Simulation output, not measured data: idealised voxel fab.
Documented hereafter: the process module known as voxel plated lines.
The width of the displayed cross-section, cut, is 270 nm; its cells are square, with a size of 5 nm.
Each cross-section below is a grid of square cells, stated as bands in top-down order, with one or more rows of cells making up each band. Per band: top height and bottom height in nm, followed by the left-to-right materials and their widths in nm; "throughout" marks a single material spanning edge to edge, "empty" marks empty space. Heads up on the height convention: 0 is the point under which the incoming wafer is all one material, and the lowest band has no bottom, it just keeps going down, like "0 nm and below". Quick explanation for "30..40": the width changes in equal steps down the rows of cells, from the first number in the band's top row to the second number in its bottom row. No cell of the cross-section changed in a step that is given as "identical to before". "Enclosed void entries": sealed empty spaces, 8 cells or more, no open way to top, listed width x height at distance, with distance from the left edge and width, height and distance in nm. Whatever follows a step's settings on its line is a remark the simulator itself makes about that step. overlay nm: on a step with a mask, how far right of its planned place the mask lay; negative means left.
-- plan
1) RECEIVE (material Si)
2) CONFORMAL_DEP (material SiO2; thk nm 15)
3) DIRECTIONAL_DEP (material TiN; thk nm 5)
4) PATTERN (tone open; mask id LINES; material resist; width nm 15; pitch nm 40; thk nm 25; overlay nm 0)
5) EPI (material Ru; thk nm 5)
6) EPI (material Ru; thk nm 10)
7) STRIP (etch materials resist)
8) DIRECTIONAL_ETCH (etch materials TiN; depth nm 5)
9) CONFORMAL_DEP (material SiCN; thk nm 5)
-- First of two wafers, with the run carried out as planned
-- Step 1 complete: cross-section of the wafer as received
    0 nm and below  Si throughout
    Enclosed void entries: none
-- Step 2 complete: cross-section through the wafer
    15 nm to 0 nm  SiO2 throughout
    Under 0: no change, same as before.
-- Step 3 complete: cross-section through the wafer
    20 nm to 15 nm  TiN throughout
    Under 15: no change, same as before.
-- Step 4 complete: cross-section through the wafer
    45 nm to 20 nm  resist: 65; empty: 15; resist: 25; empty: 15; resist: 25; empty: 15; resist: 25; empty: 15; resist: 70
    Under 20: no change, same as before.
-- Step 5 complete: cross-section through the wafer
    45 nm to 25 nm  resist: 65; empty: 15; resist: 25; empty: 15; resist: 25; empty: 15; resist: 25; empty: 15; resist: 70
    25 nm to 20 nm  resist: 65; Ru: 15; resist: 25; Ru: 15; resist: 25; Ru: 15; resist: 25; Ru: 15; resist: 70
    Under 20: no change, same as before.
-- Step 6 complete: cross-section through the wafer
    45 nm to 35 nm  resist: 65; empty: 15; resist: 25; empty: 15; resist: 25; empty: 15; resist: 25; empty: 15; resist: 70
    35 nm to 20 nm  resist: 65; Ru: 15; resist: 25; Ru: 15; resist: 25; Ru: 15; resist: 25; Ru: 15; resist: 70
    Under 20: no change, same as before.
-- Step 7 complete: cross-section through the wafer
    35 nm to 20 nm  empty: 65; Ru: 15; empty: 25; Ru: 15; empty: 25; Ru: 15; empty: 25; Ru: 15; empty: 70
    Under 20: no change, same as before.
-- Step 8 complete: cross-section through the wafer
    35 nm to 20 nm  empty: 65; Ru: 15; empty: 25; Ru: 15; empty: 25; Ru: 15; empty: 25; Ru: 15; empty: 70
    20 nm to 15 nm  empty: 65; TiN: 15; empty: 25; TiN: 15; empty: 25; TiN: 15; empty: 25; TiN: 15; empty: 70
    Under 15: no change, same as before.
-- Step 9 complete: cross-section through the wafer
    40 nm to 35 nm  empty: 60; SiCN: 25; empty: 15; SiCN: 25; empty: 15; SiCN: 25; empty: 15; SiCN: 25; empty: 65
    35 nm to 20 nm  empty: 60; SiCN: 5; Ru: 15; SiCN: 5; empty: 15; SiCN: 5; Ru: 15; SiCN: 5; empty: 15; SiCN: 5; Ru: 15; SiCN: 5; empty: 15; SiCN: 5; Ru: 15; SiCN: 5; empty: 65
    20 nm to 15 nm  SiCN: 65; TiN: 15; SiCN: 25; TiN: 15; SiCN: 25; TiN: 15; SiCN: 25; TiN: 15; SiCN: 70
    Under 15: no change, same as before.
-- The Second Wafer: Common Origin and Plan, One Mistake in Execution, Identical to the First Through Step 3
-- Cross-section of the second wafer at the time by which step 4 should have been completed according to the plan
    45 nm to 20 nm  resist: 60; empty: 15; resist: 25; empty: 15; resist: 25; empty: 15; resist: 25; empty: 15; resist: 75
    Under 20: no change, same as before.
-- Cross-section of the second wafer at the time by which step 5 should have been completed according to the plan
    45 nm to 25 nm  resist: 60; empty: 15; resist: 25; empty: 15; resist: 25; empty: 15; resist: 25; empty: 15; resist: 75
    25 nm to 20 nm  resist: 60; Ru: 15; resist: 25; Ru: 15; resist: 25; Ru: 15; resist: 25; Ru: 15; resist: 75
    Under 20: no change, same as before.
-- Cross-section of the second wafer at the time by which step 6 should have been completed according to the plan
    45 nm to 35 nm  resist: 60; empty: 15; resist: 25; empty: 15; resist: 25; empty: 15; resist: 25; empty: 15; resist: 75
    35 nm to 20 nm  resist: 60; Ru: 15; resist: 25; Ru: 15; resist: 25; Ru: 15; resist: 25; Ru: 15; resist: 75
    Under 20: no change, same as before.
-- Cross-section of the second wafer at the time by which step 7 should have been completed according to the plan
    35 nm to 20 nm  empty: 60; Ru: 15; empty: 25; Ru: 15; empty: 25; Ru: 15; empty: 25; Ru: 15; empty: 75
    Under 20: no change, same as before.
-- Cross-section of the second wafer at the time by which step 8 should have been completed according to the plan
    35 nm to 20 nm  empty: 60; Ru: 15; empty: 25; Ru: 15; empty: 25; Ru: 15; empty: 25; Ru: 15; empty: 75
    20 nm to 15 nm  empty: 60; TiN: 15; empty: 25; TiN: 15; empty: 25; TiN: 15; empty: 25; TiN: 15; empty: 75
    Under 15: no change, same as before.
-- Cross-section of the second wafer at the time by which step 9 should have been completed according to the plan
    40 nm to 35 nm  empty: 55; SiCN: 25; empty: 15; SiCN: 25; empty: 15; SiCN: 25; empty: 15; SiCN: 25; empty: 70
    35 nm to 20 nm  empty: 55; SiCN: 5; Ru: 15; SiCN: 5; empty: 15; SiCN: 5; Ru: 15; SiCN: 5; empty: 15; SiCN: 5; Ru: 15; SiCN: 5; empty: 15; SiCN: 5; Ru: 15; SiCN: 5; empty: 70
    20 nm to 15 nm  SiCN: 60; TiN: 15; SiCN: 25; TiN: 15; SiCN: 25; TiN: 15; SiCN: 25; TiN: 15; SiCN: 75
    Under 15: no change, same as before.
Run error: step 4 was processed under conditions differing from the plan, specifically as PATTERN (tone open; mask id LINES; material resist; width nm 15; pitch nm 40; thk nm 25; overlay nm -5)
Final state: per-material cell counts identical on both wafers; locations differ.
